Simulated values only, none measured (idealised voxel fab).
voxel capacitor over wiring: a process module
Square cells of 5 nm make up the cross-section cut, whose width is 170 nm.
In this document a cross-section is written as a grid of square cells. It is given as a series of bands, listed from the top down, and a band is one or more rows of cells. This entry defines a band. It first specifies the height of the band's top and the height of its bottom in nm, and then specifies the band's materials from left to right, stating each material with its width in nm. The word "throughout" identifies a single material that fills the band from edge to edge, while the word "blank" identifies empty space. Below 0: as-received wafer, all one material; heights counted from there. Lowest band: no bottom, goes on down, written "0 and below". The expression "30 to 40" gives the width at the extremes of the band, the first number at its top row of cells and the second at its bottom row, with the width changing by equal amounts from each row to the next in between. When a step is marked "nothing got changed", none of the cells in the cross-section changed during that step. This entry, "Entrapped voids", enumerates those empty regions of no fewer than 8 cells that possess no open connection to the top. Each region is reported in the form width x height at distance, the distance being taken from the left edge, with all three quantities expressed in nm. It should be noted that, on the line of a given step, the content following the step's settings is a remark produced by the simulator itself with respect to that step. The line of a step may include "overlay nm". On a step with a mask, this value is how far to the right of its planned place the mask lay. A negative value means the mask lay to the left.

**List of planned process steps**
step 1: op RECEIVE | material Si
step 2: op CONFORMAL_DEP | material SiO2 | thk nm 10
step 3: op CONFORMAL_DEP | material SiCN | thk nm 5
step 4: op DIRECTIONAL_DEP | material SiO2 | thk nm 25
step 5: op DIRECTIONAL_DEP | material aC | thk nm 15
step 6: op PATTERN | tone open | mask id METAL_1 | material resist | width nm 30 | pitch nm 85 | thk nm 35 | overlay nm 0
step 7: op DIRECTIONAL_ETCH | etch materials aC | depth nm 15
step 8: op STRIP | etch materials resist
step 9: op DIRECTIONAL_ETCH | etch materials SiO2 | depth nm 25
step 10: op DIRECTIONAL_ETCH | etch materials SiCN | depth nm 5
step 11: op STRIP | etch materials aC
step 12: op CONFORMAL_DEP | material TiN | thk nm 5
step 13: op FILL_DEP | material Ru | thk nm 10
step 14: op CMP | height nm 40
step 15: op CONFORMAL_DEP | material SiCN | thk nm 5
step 16: op DIRECTIONAL_DEP | material lowk | thk nm 15
step 17: op PATTERN | tone open | mask id PLUG_1 | material resist | width nm 15 | thk nm 20 | overlay nm 0
step 18: op DIRECTIONAL_ETCH | etch materials lowk | depth nm 15
step 19: op DIRECTIONAL_ETCH | etch materials SiCN | depth nm 5
step 20: op STRIP | etch materials resist
step 21: op CONFORMAL_DEP | material TiN | thk nm 5
step 22: op FILL_DEP | material Cu | thk nm 5
step 23: op CMP | height nm 60
step 24: op DIRECTIONAL_DEP | material TiN | thk nm 5
step 25: op DIRECTIONAL_DEP | material Al2O3 | thk nm 5
step 26: op DIRECTIONAL_DEP | material TiN | thk nm 10
step 27: op PATTERN | tone cover | mask id UPPER_PLATE | material resist | width nm 60 | thk nm 20 | overlay nm 0
step 28: op DIRECTIONAL_ETCH | etch materials TiN | depth nm 10
step 29: op DIRECTIONAL_ETCH | etch materials Al2O3 | depth nm 5
step 30: op STRIP | etch materials resist
step 31: op DIRECTIONAL_DEP | material aC | thk nm 10
step 32: op PATTERN | tone cover | mask id LOWER_PLATE | material resist | width nm 70 | thk nm 25 | overlay nm 0
step 33: op DIRECTIONAL_ETCH | etch materials aC | depth nm 10
step 34: op STRIP | etch materials resist
step 35: op DIRECTIONAL_ETCH | etch materials TiN | depth nm 5
step 36: op STRIP | etch materials aC
step 37: op FILL_DEP | material SiO2 | thk nm 20
step 38: op CMP | height nm 95
step 39: op DIRECTIONAL_DEP | material aC | thk nm 15
step 40: op PATTERN | tone open | mask id PLUG_2 | material resist | width nm 15 | thk nm 35 | overlay nm 0
step 41: op DIRECTIONAL_ETCH | etch materials aC | depth nm 15
step 42: op STRIP | etch materials resist
step 43: op DIRECTIONAL_ETCH | etch materials SiO2 | depth nm 15
step 44: op STRIP | etch materials aC
step 45: op CONFORMAL_DEP | material TiN | thk nm 5
step 46: op FILL_DEP | material Cu | thk nm 5
step 47: op CMP | height nm 95
step 48: op CONFORMAL_DEP | material SiN | thk nm 5

**First of two wafers, processed according to plan**

**Delivered wafer in cross-section: state after step 1**
    0 and below | Si throughout
    Entrapped voids: none

**Cross-section of the wafer after step 2**
    10 down to 0 | SiO2 throughout
    Anything lower than 0 is untouched.

**Cross-section of the wafer after step 3**
    15 down to 10 | SiCN throughout
    Anything lower than 10 is untouched.

**Cross-section of the wafer after step 4**
    40 down to 15 | SiO2 throughout
    Anything lower than 15 is untouched.

**Cross-section of the wafer after step 5**
    55 down to 40 | aC throughout
    Anything lower than 40 is untouched.

**Cross-section of the wafer after step 6**
    90 down to 55 | resist=25 | blank=30 | resist=55 | blank=30 | resist=30
    Anything lower than 55 is untouched.

**Cross-section of the wafer after step 7**
    75 down to 55 | resist=25 | blank=30 | resist=55 | blank=30 | resist=30
    55 down to 40 | aC=25 | blank=30 | aC=55 | blank=30 | aC=30
    Anything lower than 40 is untouched.

**Cross-section of the wafer after step 8**
    55 down to 40 | aC=25 | blank=30 | aC=55 | blank=30 | aC=30
    Anything lower than 40 is untouched.

**Cross-section of the wafer after step 9**
    55 down to 40 | aC=25 | blank=30 | aC=55 | blank=30 | aC=30
    40 down to 15 | SiO2=25 | blank=30 | SiO2=55 | blank=30 | SiO2=30
    Anything lower than 15 is untouched.

**Cross-section of the wafer after step 10**
    55 down to 40 | aC=25 | blank=30 | aC=55 | blank=30 | aC=30
    40 down to 15 | SiO2=25 | blank=30 | SiO2=55 | blank=30 | SiO2=30
    15 down to 10 | SiCN=25 | blank=30 | SiCN=55 | blank=30 | SiCN=30
    Anything lower than 10 is untouched.

**Cross-section of the wafer after step 11**
    40 down to 15 | SiO2=25 | blank=30 | SiO2=55 | blank=30 | SiO2=30
    Anything lower than 15 is untouched.

**Cross-section of the wafer after step 12**
    45 down to 40 | TiN=30 | blank=20 | TiN=65 | blank=20 | TiN=35
    40 down to 15 | SiO2=25 | TiN=5 | blank=20 | TiN=5 | SiO2=55 | TiN=5 | blank=20 | TiN=5 | SiO2=30
    15 down to 10 | SiCN=25 | TiN=30 | SiCN=55 | TiN=30 | SiCN=30
    Anything lower than 10 is untouched.

**Cross-section of the wafer after step 13**
    55 down to 45 | Ru throughout
    45 down to 40 | TiN=30 | Ru=20 | TiN=65 | Ru=20 | TiN=35
    40 down to 15 | SiO2=25 | TiN=5 | Ru=20 | TiN=5 | SiO2=55 | TiN=5 | Ru=20 | TiN=5 | SiO2=30
    Anything lower than 15 is untouched.

**Cross-section of the wafer after step 14**
    40 down to 15 | SiO2=25 | TiN=5 | Ru=20 | TiN=5 | SiO2=55 | TiN=5 | Ru=20 | TiN=5 | SiO2=30
    Anything lower than 15 is untouched.

**Cross-section of the wafer after step 15**
    45 down to 40 | SiCN throughout
    Anything lower than 40 is untouched.

**Cross-section of the wafer after step 16**
    60 down to 45 | lowk throughout
    Anything lower than 45 is untouched.

**Cross-section of the wafer after step 17**
    80 down to 60 | resist=40 | blank=15 | resist=115
    Anything lower than 60 is untouched.

**Cross-section of the wafer after step 18**
    80 down to 60 | resist=40 | blank=15 | resist=115
    60 down to 45 | lowk=40 | blank=15 | lowk=115
    Anything lower than 45 is untouched.

**Cross-section of the wafer after step 19**
    80 down to 60 | resist=40 | blank=15 | resist=115
    60 down to 45 | lowk=40 | blank=15 | lowk=115
    45 down to 40 | SiCN=40 | blank=15 | SiCN=115
    Anything lower than 40 is untouched.

**Cross-section of the wafer after step 20**
    60 down to 45 | lowk=40 | blank=15 | lowk=115
    Anything lower than 45 is untouched.

**Cross-section of the wafer after step 21**
    65 down to 60 | TiN=45 | blank=5 | TiN=120
    60 down to 45 | lowk=40 | TiN=5 | blank=5 | TiN=5 | lowk=115
    45 down to 40 | SiCN=40 | TiN=15 | SiCN=115
    Anything lower than 40 is untouched.

**Cross-section of the wafer after step 22**
    70 down to 65 | Cu throughout
    65 down to 60 | TiN=45 | Cu=5 | TiN=120
    60 down to 45 | lowk=40 | TiN=5 | Cu=5 | TiN=5 | lowk=115
    Anything lower than 45 is untouched.

**Cross-section of the wafer after step 23**
    60 down to 45 | lowk=40 | TiN=5 | Cu=5 | TiN=5 | lowk=115
    Anything lower than 45 is untouched.

**Cross-section of the wafer after step 24**
    65 down to 60 | TiN throughout
    Anything lower than 60 is untouched.

**Cross-section of the wafer after step 25**
    70 down to 65 | Al2O3 throughout
    Anything lower than 65 is untouched.

**Cross-section of the wafer after step 26**
    80 down to 70 | TiN throughout
    Anything lower than 70 is untouched.

**Cross-section of the wafer after step 27**
    100 down to 80 | blank=40 | resist=60 | blank=70
    Anything lower than 80 is untouched.

**Cross-section of the wafer after step 28**
    100 down to 80 | blank=40 | resist=60 | blank=70
    80 down to 70 | blank=40 | TiN=60 | blank=70
    Anything lower than 70 is untouched.

**Cross-section of the wafer after step 29**
    100 down to 80 | blank=40 | resist=60 | blank=70
    80 down to 70 | blank=40 | TiN=60 | blank=70
    70 down to 65 | blank=40 | Al2O3=60 | blank=70
    Anything lower than 65 is untouched.

**Cross-section of the wafer after step 30**
    80 down to 70 | blank=40 | TiN=60 | blank=70
    Anything lower than 70 is untouched.

**Cross-section of the wafer after step 31**
    90 down to 80 | blank=40 | aC=60 | blank=70
    80 down to 75 | blank=40 | TiN=60 | blank=70
    75 down to 70 | aC=40 | TiN=60 | aC=70
    70 down to 65 | aC=40 | Al2O3=60 | aC=70
    Anything lower than 65 is untouched.

**Cross-section of the wafer after step 32**
    115 down to 90 | blank=35 | resist=70 | blank=65
    90 down to 80 | blank=35 | resist=5 | aC=60 | resist=5 | blank=65
    80 down to 75 | blank=35 | resist=5 | TiN=60 | resist=5 | blank=65
    Anything lower than 75 is untouched.

**Cross-section of the wafer after step 33**
    105 down to 90 | blank=35 | resist=70 | blank=65
    90 down to 80 | blank=35 | resist=5 | aC=60 | resist=5 | blank=65
    80 down to 75 | blank=35 | resist=5 | TiN=60 | resist=5 | blank=65
    75 down to 70 | blank=35 | aC=5 | TiN=60 | aC=5 | blank=65
    70 down to 65 | blank=35 | aC=5 | Al2O3=60 | aC=5 | blank=65
    Anything lower than 65 is untouched.

**Cross-section of the wafer after step 34**
    90 down to 80 | blank=40 | aC=60 | blank=70
    80 down to 75 | blank=40 | TiN=60 | blank=70
    Anything lower than 75 is untouched.

**Cross-section of the wafer after step 35**
    90 down to 80 | blank=40 | aC=60 | blank=70
    80 down to 75 | blank=40 | TiN=60 | blank=70
    75 down to 70 | blank=35 | aC=5 | TiN=60 | aC=5 | blank=65
    70 down to 65 | blank=35 | aC=5 | Al2O3=60 | aC=5 | blank=65
    65 down to 60 | blank=35 | TiN=70 | blank=65
    Anything lower than 60 is untouched.

**Cross-section of the wafer after step 36**
    80 down to 70 | blank=40 | TiN=60 | blank=70
    70 down to 65 | blank=40 | Al2O3=60 | blank=70
    Anything lower than 65 is untouched.

**Cross-section of the wafer after step 37**
    100 down to 80 | SiO2 throughout
    80 down to 70 | SiO2=40 | TiN=60 | SiO2=70
    70 down to 65 | SiO2=40 | Al2O3=60 | SiO2=70
    65 down to 60 | SiO2=35 | TiN=70 | SiO2=65
    Anything lower than 60 is untouched.

**Cross-section of the wafer after step 38**
    95 down to 80 | SiO2 throughout
    Anything lower than 80 is untouched.

**Cross-section of the wafer after step 39**
    110 down to 95 | aC throughout
    Anything lower than 95 is untouched.

**Cross-section of the wafer after step 40**
    145 down to 110 | resist=50 | blank=15 | resist=105
    Anything lower than 110 is untouched.

**Cross-section of the wafer after step 41**
    130 down to 110 | resist=50 | blank=15 | resist=105
    110 down to 95 | aC=50 | blank=15 | aC=105
    Anything lower than 95 is untouched.

**Cross-section of the wafer after step 42**
    110 down to 95 | aC=50 | blank=15 | aC=105
    Anything lower than 95 is untouched.

**Cross-section of the wafer after step 43**
    110 down to 95 | aC=50 | blank=15 | aC=105
    95 down to 80 | SiO2=50 | blank=15 | SiO2=105
    Anything lower than 80 is untouched.

**Cross-section of the wafer after step 44**
    95 down to 80 | SiO2=50 | blank=15 | SiO2=105
    Anything lower than 80 is untouched.

**Cross-section of the wafer after step 45**
    100 down to 95 | TiN=55 | blank=5 | TiN=110
    95 down to 85 | SiO2=50 | TiN=5 | blank=5 | TiN=5 | SiO2=105
    85 down to 80 | SiO2=50 | TiN=15 | SiO2=105
    Anything lower than 80 is untouched.

**Cross-section of the wafer after step 46**
    105 down to 100 | Cu throughout
    100 down to 95 | TiN=55 | Cu=5 | TiN=110
    95 down to 85 | SiO2=50 | TiN=5 | Cu=5 | TiN=5 | SiO2=105
    Anything lower than 85 is untouched.

**Cross-section of the wafer after step 47**
    95 down to 85 | SiO2=50 | TiN=5 | Cu=5 | TiN=5 | SiO2=105
    Anything lower than 85 is untouched.

**Cross-section of the wafer after step 48**
    100 down to 95 | SiN throughout
    Anything lower than 95 is untouched.

**What follows concerns the second wafer, which started out like the first and was meant to follow the very same plan; one mistake crept in when it was run, but everything up to and including step 13 is the same as for the first wafer**

**Cross-section of the second wafer corresponding to the planned conclusion of step 14**
    45 down to 40 | TiN=30 | Ru=20 | TiN=65 | Ru=20 | TiN=35
    Anything lower than 40 is untouched.

**Cross-section of the second wafer corresponding to the planned conclusion of step 15**
    50 down to 45 | SiCN throughout
    Anything lower than 45 is untouched.

**Cross-section of the second wafer corresponding to the planned conclusion of step 16**
    65 down to 50 | lowk throughout
    Anything lower than 50 is untouched.

**Cross-section of the second wafer corresponding to the planned conclusion of step 17**
    85 down to 65 | resist=40 | blank=15 | resist=115
    Anything lower than 65 is untouched.

**Cross-section of the second wafer corresponding to the planned conclusion of step 18**
    85 down to 65 | resist=40 | blank=15 | resist=115
    65 down to 50 | lowk=40 | blank=15 | lowk=115
    Anything lower than 50 is untouched.

**Cross-section of the second wafer corresponding to the planned conclusion of step 19**
    85 down to 65 | resist=40 | blank=15 | resist=115
    65 down to 50 | lowk=40 | blank=15 | lowk=115
    50 down to 45 | SiCN=40 | blank=15 | SiCN=115
    Anything lower than 45 is untouched.

**Cross-section of the second wafer corresponding to the planned conclusion of step 20**
    65 down to 50 | lowk=40 | blank=15 | lowk=115
    Anything lower than 50 is untouched.

**Cross-section of the second wafer corresponding to the planned conclusion of step 21**
    70 down to 65 | TiN=45 | blank=5 | TiN=120
    65 down to 50 | lowk=40 | TiN=5 | blank=5 | TiN=5 | lowk=115
    50 down to 45 | SiCN=40 | TiN=15 | SiCN=115
    Anything lower than 45 is untouched.

**Cross-section of the second wafer corresponding to the planned conclusion of step 22**
    75 down to 70 | Cu throughout
    70 down to 65 | TiN=45 | Cu=5 | TiN=120
    65 down to 50 | lowk=40 | TiN=5 | Cu=5 | TiN=5 | lowk=115
    Anything lower than 50 is untouched.

**Cross-section of the second wafer corresponding to the planned conclusion of step 23**
    60 down to 50 | lowk=40 | TiN=5 | Cu=5 | TiN=5 | lowk=115
    Anything lower than 50 is untouched.

**Cross-section of the second wafer corresponding to the planned conclusion of step 24**
    65 down to 60 | TiN throughout
    Anything lower than 60 is untouched.

**Cross-section of the second wafer corresponding to the planned conclusion of step 25**
    70 down to 65 | Al2O3 throughout
    Anything lower than 65 is untouched.

**Cross-section of the second wafer corresponding to the planned conclusion of step 26**
    80 down to 70 | TiN throughout
    Anything lower than 70 is untouched.

**Cross-section of the second wafer corresponding to the planned conclusion of step 27**
    100 down to 80 | blank=40 | resist=60 | blank=70
    Anything lower than 80 is untouched.

**Cross-section of the second wafer corresponding to the planned conclusion of step 28**
    100 down to 80 | blank=40 | resist=60 | blank=70
    80 down to 70 | blank=40 | TiN=60 | blank=70
    Anything lower than 70 is untouched.

**Cross-section of the second wafer corresponding to the planned conclusion of step 29**
    100 down to 80 | blank=40 | resist=60 | blank=70
    80 down to 70 | blank=40 | TiN=60 | blank=70
    70 down to 65 | blank=40 | Al2O3=60 | blank=70
    Anything lower than 65 is untouched.

**Cross-section of the second wafer corresponding to the planned conclusion of step 30**
    80 down to 70 | blank=40 | TiN=60 | blank=70
    Anything lower than 70 is untouched.

**Cross-section of the second wafer corresponding to the planned conclusion of step 31**
    90 down to 80 | blank=40 | aC=60 | blank=70
    80 down to 75 | blank=40 | TiN=60 | blank=70
    75 down to 70 | aC=40 | TiN=60 | aC=70
    70 down to 65 | aC=40 | Al2O3=60 | aC=70
    Anything lower than 65 is untouched.

**Cross-section of the second wafer corresponding to the planned conclusion of step 32**
    115 down to 90 | blank=35 | resist=70 | blank=65
    90 down to 80 | blank=35 | resist=5 | aC=60 | resist=5 | blank=65
    80 down to 75 | blank=35 | resist=5 | TiN=60 | resist=5 | blank=65
    Anything lower than 75 is untouched.

**Cross-section of the second wafer corresponding to the planned conclusion of step 33**
    105 down to 90 | blank=35 | resist=70 | blank=65
    90 down to 80 | blank=35 | resist=5 | aC=60 | resist=5 | blank=65
    80 down to 75 | blank=35 | resist=5 | TiN=60 | resist=5 | blank=65
    75 down to 70 | blank=35 | aC=5 | TiN=60 | aC=5 | blank=65
    70 down to 65 | blank=35 | aC=5 | Al2O3=60 | aC=5 | blank=65
    Anything lower than 65 is untouched.

**Cross-section of the second wafer corresponding to the planned conclusion of step 34**
    90 down to 80 | blank=40 | aC=60 | blank=70
    80 down to 75 | blank=40 | TiN=60 | blank=70
    Anything lower than 75 is untouched.

**Cross-section of the second wafer corresponding to the planned conclusion of step 35**
    90 down to 80 | blank=40 | aC=60 | blank=70
    80 down to 75 | blank=40 | TiN=60 | blank=70
    75 down to 70 | blank=35 | aC=5 | TiN=60 | aC=5 | blank=65
    70 down to 65 | blank=35 | aC=5 | Al2O3=60 | aC=5 | blank=65
    65 down to 60 | blank=35 | TiN=70 | blank=65
    Anything lower than 60 is untouched.

**Cross-section of the second wafer corresponding to the planned conclusion of step 36**
    80 down to 70 | blank=40 | TiN=60 | blank=70
    70 down to 65 | blank=40 | Al2O3=60 | blank=70
    Anything lower than 65 is untouched.

**Cross-section of the second wafer corresponding to the planned conclusion of step 37**
    100 down to 80 | SiO2 throughout
    80 down to 70 | SiO2=40 | TiN=60 | SiO2=70
    70 down to 65 | SiO2=40 | Al2O3=60 | SiO2=70
    65 down to 60 | SiO2=35 | TiN=70 | SiO2=65
    Anything lower than 60 is untouched.

**Cross-section of the second wafer corresponding to the planned conclusion of step 38**
    95 down to 80 | SiO2 throughout
    Anything lower than 80 is untouched.

**Cross-section of the second wafer corresponding to the planned conclusion of step 39**
    110 down to 95 | aC throughout
    Anything lower than 95 is untouched.

**Cross-section of the second wafer corresponding to the planned conclusion of step 40**
    145 down to 110 | resist=50 | blank=15 | resist=105
    Anything lower than 110 is untouched.

**Cross-section of the second wafer corresponding to the planned conclusion of step 41**
    130 down to 110 | resist=50 | blank=15 | resist=105
    110 down to 95 | aC=50 | blank=15 | aC=105
    Anything lower than 95 is untouched.

**Cross-section of the second wafer corresponding to the planned conclusion of step 42**
    110 down to 95 | aC=50 | blank=15 | aC=105
    Anything lower than 95 is untouched.

**Cross-section of the second wafer corresponding to the planned conclusion of step 43**
    110 down to 95 | aC=50 | blank=15 | aC=105
    95 down to 80 | SiO2=50 | blank=15 | SiO2=105
    Anything lower than 80 is untouched.

**Cross-section of the second wafer corresponding to the planned conclusion of step 44**
    95 down to 80 | SiO2=50 | blank=15 | SiO2=105
    Anything lower than 80 is untouched.

**Cross-section of the second wafer corresponding to the planned conclusion of step 45**
    100 down to 95 | TiN=55 | blank=5 | TiN=110
    95 down to 85 | SiO2=50 | TiN=5 | blank=5 | TiN=5 | SiO2=105
    85 down to 80 | SiO2=50 | TiN=15 | SiO2=105
    Anything lower than 80 is untouched.

**Cross-section of the second wafer corresponding to the planned conclusion of step 46**
    105 down to 100 | Cu throughout
    100 down to 95 | TiN=55 | Cu=5 | TiN=110
    95 down to 85 | SiO2=50 | TiN=5 | Cu=5 | TiN=5 | SiO2=105
    Anything lower than 85 is untouched.

**Cross-section of the second wafer corresponding to the planned conclusion of step 47**
    95 down to 85 | SiO2=50 | TiN=5 | Cu=5 | TiN=5 | SiO2=105
    Anything lower than 85 is untouched.

**Cross-section of the second wafer corresponding to the planned conclusion of step 48**
    100 down to 95 | SiN throughout
    Anything lower than 95 is untouched.
Run error: off-plan run, step 14, actual operation and settings op CMP | height nm 45
The final cell counts differ between the wafers, with the second having more or fewer of some materials than the first: -1 Cu | +8 Ru | +24 TiN | -31 lowk
